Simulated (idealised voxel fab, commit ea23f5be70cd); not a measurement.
process module | voxel gate over fins
cross-section cut | 265 nm wide | cells 5 nm
A cross-section is a grid of square cells, given in bands from the top down. A band is one or more rows of cells.
Each band's line starts with the height of the band's top and of its bottom, in nm. Then come its materials from left to right, each with its width in nm. One material with "throughout" fills the band from edge to edge. "air" is empty space.
Height 0 is the level under which the wafer as received is all one material. The lowest band goes on downwards, as in "0 down".
A width such as "30 to 40" changes by the same amount from each row of cells to the next, from the band's top row to its bottom row.
"no change" after a step means that no cell of the cross-section changed.
closed voids: empty space of 8 cells or more with no open way to the top, each as width x height at its distance from the left edge, in nm
after a step's settings: what the simulator itself notes on the step
overlay nm, on a step with a mask: how far to the right of its planned place the mask lay; to the left if negative
plan
1 op RECEIVE | material Si
2 op CONFORMAL_DEP | material SiN | thk nm 10
3 op DIRECTIONAL_DEP | material aC | thk nm 10
4 op PATTERN | tone cover | mask id FINS | material resist | width nm 15 | pitch nm 50 | thk nm 30 | overlay nm 0
5 op DIRECTIONAL_ETCH | etch materials aC | depth nm 10
6 op STRIP | etch materials resist
7 op DIRECTIONAL_ETCH | etch materials SiN | depth nm 10
8 op DIRECTIONAL_ETCH | etch materials Si | depth nm 40
9 op STRIP | etch materials aC
10 op FILL_DEP | material SiO2 | thk nm 15
11 op CMP | height nm 10
12 op PATTERN | tone open | mask id RAIL | material resist | width nm 15 | thk nm 15 | overlay nm 0
13 op DIRECTIONAL_ETCH | etch materials SiO2 | depth nm 45
14 op STRIP | etch materials resist
15 op CONFORMAL_DEP | material TiN | thk nm 5
16 op FILL_DEP | material W | thk nm 10
17 op CMP | height nm 10
18 op SELECTIVE_ETCH | etch materials W Ru TiN | depth nm 25
19 op FILL_DEP | material SiO2 | thk nm 5
20 op CMP | height nm 10
21 op SELECTIVE_ETCH | etch materials SiO2 | depth nm 20
22 op STRIP | etch materials SiN
23 op CONFORMAL_DEP | material HfO2 | thk nm 5
24 op CONFORMAL_DEP | material TiN | thk nm 5
25 op CONFORMAL_DEP | material TiAl | thk nm 5
26 op CONFORMAL_DEP | material TiN | thk nm 5
27 op FILL_DEP | material W | thk nm 10
28 op CMP | height nm 25
29 op CONFORMAL_DEP | material SiCN | thk nm 10
first wafer, as planned
as received, after step 1
  0 down: Si throughout
  closed voids: none
after step 2
  10 to 0: SiN throughout
  below 0: unchanged
after step 3
  20 to 10: aC throughout
  below 10: unchanged
after step 4
  50 to 20: air 100 | resist 15 | air 35 | resist 15 | air 100
  below 20: unchanged
after step 5
  40 to 20: air 100 | resist 15 | air 35 | resist 15 | air 100
  20 to 10: air 100 | aC 15 | air 35 | aC 15 | air 100
  below 10: unchanged
after step 6
  20 to 10: air 100 | aC 15 | air 35 | aC 15 | air 100
  below 10: unchanged
after step 7
  20 to 10: air 100 | aC 15 | air 35 | aC 15 | air 100
  10 to 0: air 100 | SiN 15 | air 35 | SiN 15 | air 100
  below 0: unchanged
after step 8
  20 to 10: air 100 | aC 15 | air 35 | aC 15 | air 100
  10 to 0: air 100 | SiN 15 | air 35 | SiN 15 | air 100
  0 to -40: air 100 | Si 15 | air 35 | Si 15 | air 100
  below -40: unchanged
after step 9
  10 to 0: air 100 | SiN 15 | air 35 | SiN 15 | air 100
  below 0: unchanged
after step 10
  25 to 10: SiO2 throughout
  10 to 0: SiO2 100 | SiN 15 | SiO2 35 | SiN 15 | SiO2 100
  0 to -40: SiO2 100 | Si 15 | SiO2 35 | Si 15 | SiO2 100
  below -40: unchanged
after step 11
  10 to 0: SiO2 100 | SiN 15 | SiO2 35 | SiN 15 | SiO2 100
  below 0: unchanged
after step 12
  25 to 10: resist 125 | air 15 | resist 125
  below 10: unchanged
after step 13
  25 to 10: resist 125 | air 15 | resist 125
  10 to 0: SiO2 100 | SiN 15 | SiO2 10 | air 15 | SiO2 10 | SiN 15 | SiO2 100
  0 to -35: SiO2 100 | Si 15 | SiO2 10 | air 15 | SiO2 10 | Si 15 | SiO2 100
  below -35: unchanged
after step 14
  10 to 0: SiO2 100 | SiN 15 | SiO2 10 | air 15 | SiO2 10 | SiN 15 | SiO2 100
  below 0: unchanged
after step 15
  15 to 10: TiN 130 | air 5 | TiN 130
  10 to 0: SiO2 100 | SiN 15 | SiO2 10 | TiN 5 | air 5 | TiN 5 | SiO2 10 | SiN 15 | SiO2 100
  0 to -30: SiO2 100 | Si 15 | SiO2 10 | TiN 5 | air 5 | TiN 5 | SiO2 10 | Si 15 | SiO2 100
  -30 to -35: SiO2 100 | Si 15 | SiO2 10 | TiN 15 | SiO2 10 | Si 15 | SiO2 100
  below -35: unchanged
after step 16
  25 to 15: W throughout
  15 to 10: TiN 130 | W 5 | TiN 130
  10 to 0: SiO2 100 | SiN 15 | SiO2 10 | TiN 5 | W 5 | TiN 5 | SiO2 10 | SiN 15 | SiO2 100
  0 to -30: SiO2 100 | Si 15 | SiO2 10 | TiN 5 | W 5 | TiN 5 | SiO2 10 | Si 15 | SiO2 100
  below -30: unchanged
after step 17
  10 to 0: SiO2 100 | SiN 15 | SiO2 10 | TiN 5 | W 5 | TiN 5 | SiO2 10 | SiN 15 | SiO2 100
  below 0: unchanged
after step 18
  10 to 0: SiO2 100 | SiN 15 | SiO2 10 | air 15 | SiO2 10 | SiN 15 | SiO2 100
  0 to -15: SiO2 100 | Si 15 | SiO2 10 | air 15 | SiO2 10 | Si 15 | SiO2 100
  below -15: unchanged
after step 19
  15 to 10: SiO2 throughout
  10 to 0: SiO2 100 | SiN 15 | SiO2 35 | SiN 15 | SiO2 100
  0 to -15: SiO2 100 | Si 15 | SiO2 35 | Si 15 | SiO2 100
  below -15: unchanged
after step 20
  10 to 0: SiO2 100 | SiN 15 | SiO2 35 | SiN 15 | SiO2 100
  below 0: unchanged
after step 21
  10 to 0: air 100 | SiN 15 | air 35 | SiN 15 | air 100
  0 to -10: air 100 | Si 15 | air 35 | Si 15 | air 100
  below -10: unchanged
after step 22
  0 to -10: air 100 | Si 15 | air 35 | Si 15 | air 100
  below -10: unchanged
after step 23
  5 to 0: air 95 | HfO2 25 | air 25 | HfO2 25 | air 95
  0 to -5: air 95 | HfO2 5 | Si 15 | HfO2 5 | air 25 | HfO2 5 | Si 15 | HfO2 5 | air 95
  -5 to -10: HfO2 100 | Si 15 | HfO2 35 | Si 15 | HfO2 100
  below -10: unchanged
after step 24
  10 to 5: air 90 | TiN 35 | air 15 | TiN 35 | air 90
  5 to 0: air 90 | TiN 5 | HfO2 25 | TiN 5 | air 15 | TiN 5 | HfO2 25 | TiN 5 | air 90
  0 to -5: TiN 95 | HfO2 5 | Si 15 | HfO2 5 | TiN 25 | HfO2 5 | Si 15 | HfO2 5 | TiN 95
  below -5: unchanged
after step 25
  15 to 10: air 85 | TiAl 45 | air 5 | TiAl 45 | air 85
  10 to 5: air 85 | TiAl 5 | TiN 35 | TiAl 5 | air 5 | TiAl 5 | TiN 35 | TiAl 5 | air 85
  5 to 0: TiAl 90 | TiN 5 | HfO2 25 | TiN 5 | TiAl 15 | TiN 5 | HfO2 25 | TiN 5 | TiAl 90
  below 0: unchanged
after step 26
  20 to 15: air 80 | TiN 105 | air 80
  15 to 10: air 80 | TiN 5 | TiAl 45 | TiN 5 | TiAl 45 | TiN 5 | air 80
  10 to 5: TiN 85 | TiAl 5 | TiN 35 | TiAl 5 | TiN 5 | TiAl 5 | TiN 35 | TiAl 5 | TiN 85
  below 5: unchanged
after step 27
  30 to 20: W throughout
  20 to 15: W 80 | TiN 105 | W 80
  15 to 10: W 80 | TiN 5 | TiAl 45 | TiN 5 | TiAl 45 | TiN 5 | W 80
  below 10: unchanged
after step 28
  25 to 20: W throughout
  below 20: unchanged
after step 29
  35 to 25: SiCN throughout
  below 25: unchanged
second wafer: like start, like plan, one mistake. Through step 11 it matches the first wafer
when step 12 should have ended
  25 to 10: resist 125 | air 20 | resist 120
  below 10: unchanged
when step 13 should have ended
  25 to 10: resist 125 | air 20 | resist 120
  10 to 0: SiO2 100 | SiN 15 | SiO2 10 | air 20 | SiO2 5 | SiN 15 | SiO2 100
  0 to -35: SiO2 100 | Si 15 | SiO2 10 | air 20 | SiO2 5 | Si 15 | SiO2 100
  below -35: unchanged
when step 14 should have ended
  10 to 0: SiO2 100 | SiN 15 | SiO2 10 | air 20 | SiO2 5 | SiN 15 | SiO2 100
  below 0: unchanged
when step 15 should have ended
  15 to 10: TiN 130 | air 10 | TiN 125
  10 to 0: SiO2 100 | SiN 15 | SiO2 10 | TiN 5 | air 10 | TiN 5 | SiO2 5 | SiN 15 | SiO2 100
  0 to -30: SiO2 100 | Si 15 | SiO2 10 | TiN 5 | air 10 | TiN 5 | SiO2 5 | Si 15 | SiO2 100
  -30 to -35: SiO2 100 | Si 15 | SiO2 10 | TiN 20 | SiO2 5 | Si 15 | SiO2 100
  below -35: unchanged
when step 16 should have ended
  25 to 15: W throughout
  15 to 10: TiN 130 | W 10 | TiN 125
  10 to 0: SiO2 100 | SiN 15 | SiO2 10 | TiN 5 | W 10 | TiN 5 | SiO2 5 | SiN 15 | SiO2 100
  0 to -30: SiO2 100 | Si 15 | SiO2 10 | TiN 5 | W 10 | TiN 5 | SiO2 5 | Si 15 | SiO2 100
  below -30: unchanged
when step 17 should have ended
  10 to 0: SiO2 100 | SiN 15 | SiO2 10 | TiN 5 | W 10 | TiN 5 | SiO2 5 | SiN 15 | SiO2 100
  below 0: unchanged
when step 18 should have ended
  10 to 0: SiO2 100 | SiN 15 | SiO2 10 | air 20 | SiO2 5 | SiN 15 | SiO2 100
  0 to -15: SiO2 100 | Si 15 | SiO2 10 | air 20 | SiO2 5 | Si 15 | SiO2 100
  below -15: unchanged
when step 19 should have ended
  15 to 10: SiO2 throughout
  10 to 0: SiO2 100 | SiN 15 | SiO2 35 | SiN 15 | SiO2 100
  0 to -15: SiO2 100 | Si 15 | SiO2 35 | Si 15 | SiO2 100
  below -15: unchanged
when step 20 should have ended
  10 to 0: SiO2 100 | SiN 15 | SiO2 35 | SiN 15 | SiO2 100
  below 0: unchanged
when step 21 should have ended
  10 to 0: air 100 | SiN 15 | air 35 | SiN 15 | air 100
  0 to -10: air 100 | Si 15 | air 35 | Si 15 | air 100
  below -10: unchanged
when step 22 should have ended
  0 to -10: air 100 | Si 15 | air 35 | Si 15 | air 100
  below -10: unchanged
when step 23 should have ended
  5 to 0: air 95 | HfO2 25 | air 25 | HfO2 25 | air 95
  0 to -5: air 95 | HfO2 5 | Si 15 | HfO2 5 | air 25 | HfO2 5 | Si 15 | HfO2 5 | air 95
  -5 to -10: HfO2 100 | Si 15 | HfO2 35 | Si 15 | HfO2 100
  below -10: unchanged
when step 24 should have ended
  10 to 5: air 90 | TiN 35 | air 15 | TiN 35 | air 90
  5 to 0: air 90 | TiN 5 | HfO2 25 | TiN 5 | air 15 | TiN 5 | HfO2 25 | TiN 5 | air 90
  0 to -5: TiN 95 | HfO2 5 | Si 15 | HfO2 5 | TiN 25 | HfO2 5 | Si 15 | HfO2 5 | TiN 95
  below -5: unchanged
when step 25 should have ended
  15 to 10: air 85 | TiAl 45 | air 5 | TiAl 45 | air 85
  10 to 5: air 85 | TiAl 5 | TiN 35 | TiAl 5 | air 5 | TiAl 5 | TiN 35 | TiAl 5 | air 85
  5 to 0: TiAl 90 | TiN 5 | HfO2 25 | TiN 5 | TiAl 15 | TiN 5 | HfO2 25 | TiN 5 | TiAl 90
  below 0: unchanged
when step 26 should have ended
  20 to 15: air 80 | TiN 105 | air 80
  15 to 10: air 80 | TiN 5 | TiAl 45 | TiN 5 | TiAl 45 | TiN 5 | air 80
  10 to 5: TiN 85 | TiAl 5 | TiN 35 | TiAl 5 | TiN 5 | TiAl 5 | TiN 35 | TiAl 5 | TiN 85
  below 5: unchanged
when step 27 should have ended
  30 to 20: W throughout
  20 to 15: W 80 | TiN 105 | W 80
  15 to 10: W 80 | TiN 5 | TiAl 45 | TiN 5 | TiAl 45 | TiN 5 | W 80
  below 10: unchanged
when step 28 should have ended
  25 to 20: W throughout
  below 20: unchanged
when step 29 should have ended
  35 to 25: SiCN throughout
  below 25: unchanged
what went wrong: step 12 ran as: op PATTERN | tone open | mask id RAIL | material resist | width nm 20 | thk nm 15 | overlay nm 0
at the end the second wafer has, in cells: 4 fewer of SiO2 | 1 more of TiN | 3 more of W
